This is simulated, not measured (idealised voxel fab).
The process module presented herein is designated voxel capacitor over wiring.
Square cell edge 5 nm, section width 280 nm, ID cut.
Cross-section format: a grid of square cells, given as bands from top to bottom; each band is one or more rows of cells.
Within each band entry, the heights of the top and of the bottom of the band appear first, in that order and in nm; the materials of the band then follow from left to right, each with its corresponding width in nm. The designation "throughout" on a single material indicates that it fills the band from edge to edge; the designation "empty" indicates empty space.
A quick word on heights: they are counted from 0, and under that level the wafer as it came to us is one material throughout. The lowest band is different from the rest in having no bottom; it simply continues downward, written as in "0..down".
You'd read "30..40" like this: the band's top row of cells is as wide as the first number, its bottom row is as wide as the second, and going down, every row changes width by the same amount as the row before did.
The cross-section has no changed cell in any step marked "no modifications".
"Fully closed voids" contains a list of empty spaces, each no smaller than 8 cells and without an open way to the top, written in the form width x height at distance with the distance from the left edge and all three in nm.
Past the settings on a step's line: simulator remark, on that step.
"overlay nm", when on a step's line for a step with a mask, measures how far to the right of its planned place the mask lay; a negative measure means to the left.

**The steps planned for the process are as follows**
1: RECEIVE, material Si
2: CONFORMAL_DEP, material SiO2, thk nm 10
3: CONFORMAL_DEP, material SiN, thk nm 5
4: DIRECTIONAL_DEP, material SiO2, thk nm 15
5: PATTERN, tone open, mask id METAL_1, material resist, width nm 20, pitch nm 70, thk nm 15, overlay nm 0
6: DIRECTIONAL_ETCH, etch materials SiO2, depth nm 15
7: DIRECTIONAL_ETCH, etch materials SiN, depth nm 5
8: STRIP, etch materials resist
9: CONFORMAL_DEP, material TiN, thk nm 5
10: FILL_DEP, material W, thk nm 10
11: CMP, height nm 30
12: EPI, material Ru, thk nm 5
13: FILL_DEP, material SiCN, thk nm 5
14: DIRECTIONAL_DEP, material lowk, thk nm 10
15: DIRECTIONAL_DEP, material aC, thk nm 15
16: PATTERN, tone open, mask id PLUG_1, material resist, width nm 15, thk nm 35, overlay nm 0
17: DIRECTIONAL_ETCH, etch materials aC, depth nm 15
18: STRIP, etch materials resist
19: DIRECTIONAL_ETCH, etch materials lowk, depth nm 10
20: DIRECTIONAL_ETCH, etch materials SiCN, depth nm 5
21: STRIP, etch materials aC
22: CONFORMAL_DEP, material TiN, thk nm 5
23: FILL_DEP, material Ru, thk nm 10
24: CMP, height nm 50
25: DIRECTIONAL_DEP, material TiN, thk nm 5
26: DIRECTIONAL_DEP, material HfO2, thk nm 5
27: DIRECTIONAL_DEP, material TiN, thk nm 5
28: DIRECTIONAL_DEP, material aC, thk nm 10
29: PATTERN, tone cover, mask id UPPER_PLATE, material resist, width nm 55, thk nm 25, overlay nm 0
30: DIRECTIONAL_ETCH, etch materials aC, depth nm 10
31: STRIP, etch materials resist
32: DIRECTIONAL_ETCH, etch materials TiN, depth nm 5
33: DIRECTIONAL_ETCH, etch materials HfO2, depth nm 5
34: STRIP, etch materials aC
35: MASKED_ETCH, tone cover, mask id LOWER_PLATE, width nm 65, etch materials TiN, depth nm 5, overlay nm 0
36: FILL_DEP, material SiO2, thk nm 15
37: CMP, height nm 75
38: DIRECTIONAL_DEP, material aC, thk nm 15
39: PATTERN, tone open, mask id PLUG_2, material resist, width nm 15, thk nm 30, overlay nm 0
40: DIRECTIONAL_ETCH, etch materials aC, depth nm 15
41: STRIP, etch materials resist
42: DIRECTIONAL_ETCH, etch materials SiO2, depth nm 10
43: STRIP, etch materials aC
44: CONFORMAL_DEP, material TiN, thk nm 5
45: FILL_DEP, material Cu, thk nm 10
46: CMP, height nm 75
47: CONFORMAL_DEP, material SiCN, thk nm 5

**Wafer cross-section on receipt, i.e. after step 1**
    0..down: Si throughout
    Fully closed voids: none

**First of two wafers at the end of the module, shown in cross-section; run carried out as planned**
    80..75: SiCN throughout
    75..70: SiO2 110, then TiN 5, then Cu 5, then TiN 5, then SiO2 155
    70..60: SiO2 110..100, then TiN 15..55, then SiO2 155..125
    60..55: SiO2 100, then HfO2 55, then SiO2 125
    55..50: SiO2 95, then TiN 65, then SiO2 120
    50..40: lowk 100, then TiN 5, then Ru 5, then TiN 5, then lowk 165
    40..35: SiCN 100, then TiN 15, then SiCN 165
    35..30: SiCN 90, then Ru 30, then SiCN 40, then Ru 30, then SiCN 90
    30..15: SiO2 95, then TiN 5, then W 10, then TiN 5, then SiO2 50, then TiN 5, then W 10, then TiN 5, then SiO2 95
    15..10: SiN 95, then TiN 20, then SiN 50, then TiN 20, then SiN 95
    10..0: SiO2 throughout
    0..down: Si throughout
    Fully closed voids: none

**The second wafer, shown in cross-section after the module: started the same way as the first and given the same plan, yet one mistake crept into how it was run**
    80..75: SiCN throughout
    75..70: SiO2 110, then TiN 5, then Cu 10, then TiN 5, then SiO2 150
    70..60: SiO2 110..100, then TiN 20..55, then SiO2 150..125
    60..55: SiO2 100, then HfO2 55, then SiO2 125
    55..50: SiO2 95, then TiN 65, then SiO2 120
    50..40: lowk 100, then TiN 5, then Ru 5, then TiN 5, then lowk 165
    40..35: SiCN 100, then TiN 15, then SiCN 165
    35..30: SiCN 90, then Ru 30, then SiCN 40, then Ru 30, then SiCN 90
    30..15: SiO2 95, then TiN 5, then W 10, then TiN 5, then SiO2 50, then TiN 5, then W 10, then TiN 5, then SiO2 95
    15..10: SiN 95, then TiN 20, then SiN 50, then TiN 20, then SiN 95
    10..0: SiO2 throughout
    0..down: Si throughout
    Fully closed voids: none
Heads up, the wafer didn't run the way we planned it: step 39 was processed under conditions differing from the plan, specifically as PATTERN, tone open, mask id PLUG_2, material resist, width nm 20, thk nm 30, overlay nm 0
Count the cells at the end and the second wafer has more or fewer of some materials than the first: Cu: 1 more | SiO2: 2 fewer | TiN: 1 more
